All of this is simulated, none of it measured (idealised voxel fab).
This is a process module. Its name is voxel spacer lines.
In the cross-section labelled cut, the width is 150 nm and each square cell is 5 nm.
Cross-section format: a grid of square cells, given as bands from top to bottom; each band is one or more rows of cells.
It is stipulated that each band's entry specify, in nanometres, the height of the top of the band and then that of its bottom, followed by the materials of the band in left-to-right sequence, each together with its width in nanometres. A single material marked by the word "throughout" is understood to fill the band from edge to edge; the word "air" is understood to denote empty space.
Where do heights start? At 0: under that level the wafer as delivered is made of one material only. And the lowest band has no floor; it just carries on downward, as in "0 and below".
Width spec "30 to 40" -> top row of cells at first value, bottom row at second value, equal per-row change in between.
Basically "remained the same" means that step didn't change any cell in the cross-section.
Under "Enclosed voids" you'll find the enclosed gaps, the ones with no way out to the top, that are 8 cells or bigger; each reads width x height at distance, with distance counted from the left edge, everything in nm.
It should be noted that, on the line of a given step, the content following the step's settings is a remark produced by the simulator itself with respect to that step.
The setting "overlay nm" may be written on the line of a step. When the step uses a mask, the value reports how far to the right of the planned place the mask lay, and a negative value reports that it lay to the left.
## Process steps - plan
| 1 | RECEIVE | material Si |
| 2 | CONFORMAL_DEP | material Al2O3 | thk nm 5 |
| 3 | DIRECTIONAL_DEP | material SiN | thk nm 20 |
| 4 | DIRECTIONAL_DEP | material aC | thk nm 20 |
| 5 | PATTERN | tone cover | mask id MANDREL | material resist | width nm 25 | pitch nm 80 | thk nm 30 | overlay nm 0 |
| 6 | DIRECTIONAL_ETCH | etch materials aC | depth nm 20 |
| 7 | STRIP | etch materials resist |
| 8 | CONFORMAL_DEP | material SiO2 | thk nm 15 |
| 9 | DIRECTIONAL_ETCH | etch materials SiO2 | depth nm 15 |
| 10 | STRIP | etch materials aC |
| 11 | DIRECTIONAL_ETCH | etch materials SiN | depth nm 20 |
| 12 | STRIP | etch materials SiO2 |
## What follows covers the first of two wafers; it ran as planned
## Wafer as received: cross-section following step 1
* 0 and below | Si throughout
* Enclosed voids: none
## How the wafer stands in section after step 2
* 5 down to 0 | Al2O3 throughout
* Beneath the level 0, the cross-section is identical to its previous state.
## How the wafer stands in section after step 3
* 25 down to 5 | SiN throughout
* Beneath the level 5, the cross-section is identical to its previous state.
## How the wafer stands in section after step 4
* 45 down to 25 | aC throughout
* Beneath the level 25, the cross-section is identical to its previous state.
## How the wafer stands in section after step 5
* 75 down to 45 | air 20 nm / resist 25 nm / air 55 nm / resist 25 nm / air 25 nm
* Beneath the level 45, the cross-section is identical to its previous state.
## How the wafer stands in section after step 6
* 55 down to 45 | air 20 nm / resist 25 nm / air 55 nm / resist 25 nm / air 25 nm
* 45 down to 25 | air 20 nm / aC 25 nm / air 55 nm / aC 25 nm / air 25 nm
* Beneath the level 25, the cross-section is identical to its previous state.
## How the wafer stands in section after step 7
* 45 down to 25 | air 20 nm / aC 25 nm / air 55 nm / aC 25 nm / air 25 nm
* Beneath the level 25, the cross-section is identical to its previous state.
## How the wafer stands in section after step 8
* 60 down to 45 | air 5 nm / SiO2 55 nm / air 25 nm / SiO2 55 nm / air 10 nm
* 45 down to 40 | air 5 nm / SiO2 15 nm / aC 25 nm / SiO2 15 nm / air 25 nm / SiO2 15 nm / aC 25 nm / SiO2 15 nm / air 10 nm
* 40 down to 25 | SiO2 20 nm / aC 25 nm / SiO2 55 nm / aC 25 nm / SiO2 25 nm
* Beneath the level 25, the cross-section is identical to its previous state.
## How the wafer stands in section after step 9
* 45 down to 25 | air 5 nm / SiO2 15 nm / aC 25 nm / SiO2 15 nm / air 25 nm / SiO2 15 nm / aC 25 nm / SiO2 15 nm / air 10 nm
* Beneath the level 25, the cross-section is identical to its previous state.
## How the wafer stands in section after step 10
* 45 down to 25 | air 5 nm / SiO2 15 nm / air 25 nm / SiO2 15 nm / air 25 nm / SiO2 15 nm / air 25 nm / SiO2 15 nm / air 10 nm
* Beneath the level 25, the cross-section is identical to its previous state.
## How the wafer stands in section after step 11
* 45 down to 25 | air 5 nm / SiO2 15 nm / air 25 nm / SiO2 15 nm / air 25 nm / SiO2 15 nm / air 25 nm / SiO2 15 nm / air 10 nm
* 25 down to 5 | air 5 nm / SiN 15 nm / air 25 nm / SiN 15 nm / air 25 nm / SiN 15 nm / air 25 nm / SiN 15 nm / air 10 nm
* Beneath the level 5, the cross-section is identical to its previous state.
## How the wafer stands in section after step 12
* 25 down to 5 | air 5 nm / SiN 15 nm / air 25 nm / SiN 15 nm / air 25 nm / SiN 15 nm / air 25 nm / SiN 15 nm / air 10 nm
* Beneath the level 5, the cross-section is identical to its previous state.
## Notes, second wafer: start = first wafer's, plan = first wafer's, execution had one mistake; history identical to first through step 1
Cross-section, second wafer, at the end time the plan gives for step 2: remained the same
## Cross-section, second wafer, at the end time the plan gives for step 3
* 20 down to 0 | SiN throughout
* Beneath the level 0, the cross-section is identical to its previous state.
## Cross-section, second wafer, at the end time the plan gives for step 4
* 40 down to 20 | aC throughout
* Beneath the level 20, the cross-section is identical to its previous state.
## Cross-section, second wafer, at the end time the plan gives for step 5
* 70 down to 40 | air 20 nm / resist 25 nm / air 55 nm / resist 25 nm / air 25 nm
* Beneath the level 40, the cross-section is identical to its previous state.
## Cross-section, second wafer, at the end time the plan gives for step 6
* 50 down to 40 | air 20 nm / resist 25 nm / air 55 nm / resist 25 nm / air 25 nm
* 40 down to 20 | air 20 nm / aC 25 nm / air 55 nm / aC 25 nm / air 25 nm
* Beneath the level 20, the cross-section is identical to its previous state.
## Cross-section, second wafer, at the end time the plan gives for step 7
* 40 down to 20 | air 20 nm / aC 25 nm / air 55 nm / aC 25 nm / air 25 nm
* Beneath the level 20, the cross-section is identical to its previous state.
## Cross-section, second wafer, at the end time the plan gives for step 8
* 55 down to 40 | air 5 nm / SiO2 55 nm / air 25 nm / SiO2 55 nm / air 10 nm
* 40 down to 35 | air 5 nm / SiO2 15 nm / aC 25 nm / SiO2 15 nm / air 25 nm / SiO2 15 nm / aC 25 nm / SiO2 15 nm / air 10 nm
* 35 down to 20 | SiO2 20 nm / aC 25 nm / SiO2 55 nm / aC 25 nm / SiO2 25 nm
* Beneath the level 20, the cross-section is identical to its previous state.
## Cross-section, second wafer, at the end time the plan gives for step 9
* 40 down to 20 | air 5 nm / SiO2 15 nm / aC 25 nm / SiO2 15 nm / air 25 nm / SiO2 15 nm / aC 25 nm / SiO2 15 nm / air 10 nm
* Beneath the level 20, the cross-section is identical to its previous state.
## Cross-section, second wafer, at the end time the plan gives for step 10
* 40 down to 20 | air 5 nm / SiO2 15 nm / air 25 nm / SiO2 15 nm / air 25 nm / SiO2 15 nm / air 25 nm / SiO2 15 nm / air 10 nm
* Beneath the level 20, the cross-section is identical to its previous state.
## Cross-section, second wafer, at the end time the plan gives for step 11
* 40 down to 20 | air 5 nm / SiO2 15 nm / air 25 nm / SiO2 15 nm / air 25 nm / SiO2 15 nm / air 25 nm / SiO2 15 nm / air 10 nm
* 20 down to 0 | air 5 nm / SiN 15 nm / air 25 nm / SiN 15 nm / air 25 nm / SiN 15 nm / air 25 nm / SiN 15 nm / air 10 nm
* Beneath the level 0, the cross-section is identical to its previous state.
## Cross-section, second wafer, at the end time the plan gives for step 12
* 20 down to 0 | air 5 nm / SiN 15 nm / air 25 nm / SiN 15 nm / air 25 nm / SiN 15 nm / air 25 nm / SiN 15 nm / air 10 nm
* Beneath the level 0, the cross-section is identical to its previous state.
Short version of what went wrong: step 2 of the plan: omitted, not performed
The final cell counts differ between the wafers, with the second having more or fewer of some materials than the first: 30 fewer of Al2O3
